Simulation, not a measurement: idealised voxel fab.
Name of the process module below: voxel self aligned contacts
The cross-section on display is named cut; it measures 175 nm wide, and its cells are 5 nm squares.
Notation: cross-section as square-cell grid; stated in bands, top first, going down; one or more cell rows per band.
It is stipulated that each band's entry specify, in nanometres, the height of the top of the band and then that of its bottom, followed by the materials of the band in left-to-right sequence, each together with its width in nanometres. A single material marked by the word "all across" is understood to fill the band from edge to edge; the word "air" is understood to denote empty space.
Heights are expressed relative to 0, this being the level below which the as-received wafer comprises one material exclusively. The lowest band is unbounded in the downward direction and is denoted as in "0 and below".
Width: "30->40" (first number = top row, second number = bottom row, same change from row to row of cells).
Given "no change" for a step, no cell of the cross-section differs between before and after that step.
"Closed cavities" enumerates empty spaces isolated from the top, with no open way to it, that contain at least 8 cells, giving each as width x height at distance from the left edge, all three in nm.
Formally, on a step line, whatever follows the settings is a remark that the simulator itself makes on the step.
"overlay nm" denotes, for a step that has a mask, the displacement of the mask to the right of its planned place, with negative values corresponding to the left.

# List of planned process steps
1: RECEIVE,material Si
2: CONFORMAL_DEP,material SiO2,thk nm 5
3: DIRECTIONAL_DEP,material polySi,thk nm 25
4: DIRECTIONAL_DEP,material SiN,thk nm 15
5: DIRECTIONAL_DEP,material aC,thk nm 10
6: PATTERN,tone cover,mask id GATE,material resist,width nm 30,pitch nm 55,thk nm 30,overlay nm 0
7: DIRECTIONAL_ETCH,etch materials aC,depth nm 10
8: STRIP,etch materials resist
9: DIRECTIONAL_ETCH,etch materials SiN,depth nm 15
10: DIRECTIONAL_ETCH,etch materials polySi,depth nm 25
11: STRIP,etch materials aC
12: CONFORMAL_DEP,material SiN,thk nm 5
13: DIRECTIONAL_ETCH,etch materials SiN,depth nm 5
14: FILL_DEP,material SiO2,thk nm 20
15: CMP,height nm 55
16: MASKED_ETCH,tone open,mask id CONTACT,width nm 35,etch materials SiO2,depth nm 55,overlay nm -15
17: CONFORMAL_DEP,material TiN,thk nm 5
18: FILL_DEP,material Ru,thk nm 5
19: CMP,height nm 55
20: CONFORMAL_DEP,material SiCN,thk nm 5
What sets these wafers apart? The overlay nm at step 16. They all start alike, and the plan carries the first wafer's value.

# The first of several wafers as received, shown in cross-section; this is its state after step 1
* 0 and below: Si all across
* Closed cavities: none

# Post step 20, the closing step of the module: first of several wafers, cross-sectioned
* 60 down to 55: SiCN all across
* 55 down to 50: 55 SiO2  5 TiN  25 Ru  5 TiN  85 SiO2
* 50 down to 45: 55 SiO2  35 TiN  85 SiO2
* 45 down to 30: 40 SiO2  40 SiN  10 TiN  5 SiO2  40 SiN  40 SiO2
* 30 down to 5: 40 SiO2  5 SiN  30 polySi  5 SiN  10 TiN  5 SiO2  5 SiN  30 polySi  5 SiN  40 SiO2
* 5 down to 0: 80 SiO2  10 TiN  85 SiO2
* 0 and below: Si all across
* Closed cavities: none

# Cross-section of the last wafer at end of module
* 60 down to 55: SiCN all across
* 55 down to 50: 85 SiO2  5 TiN  25 Ru  5 TiN  55 SiO2
* 50 down to 45: 85 SiO2  35 TiN  55 SiO2
* 45 down to 30: 40 SiO2  40 SiN  5 SiO2  10 TiN  40 SiN  40 SiO2
* 30 down to 5: 40 SiO2  5 SiN  30 polySi  5 SiN  5 SiO2  10 TiN  5 SiN  30 polySi  5 SiN  40 SiO2
* 5 down to 0: 85 SiO2  10 TiN  80 SiO2
* 0 and below: Si all across
* Closed cavities: none

# The rows of the table below are wafers. Looking at the end of the module, a row counts, for every material, the cells the wafer has gained, shown as (+), or lost, shown as (-), since it was received; its closed voids come next
overlay nm -15 | +5 Ru | +35 SiCN | +68 SiN | +225 SiO2 | +27 TiN | +60 polySi | Closed cavities: none
overlay nm -10 | +14 Ru | +35 SiCN | +68 SiN | +216 SiO2 | +27 TiN | +60 polySi | Closed cavities: none
overlay nm -5 | +14 Ru | +35 SiCN | +68 SiN | +216 SiO2 | +27 TiN | +60 polySi | Closed cavities: none
overlay nm 0 | +14 Ru | +35 SiCN | +68 SiN | +216 SiO2 | +27 TiN | +60 polySi | Closed cavities: none
overlay nm 5 | +14 Ru | +35 SiCN | +68 SiN | +216 SiO2 | +27 TiN | +60 polySi | Closed cavities: none
overlay nm 10 | +14 Ru | +35 SiCN | +68 SiN | +216 SiO2 | +27 TiN | +60 polySi | Closed cavities: none
overlay nm 15 | +5 Ru | +35 SiCN | +68 SiN | +225 SiO2 | +27 TiN | +60 polySi | Closed cavities: none
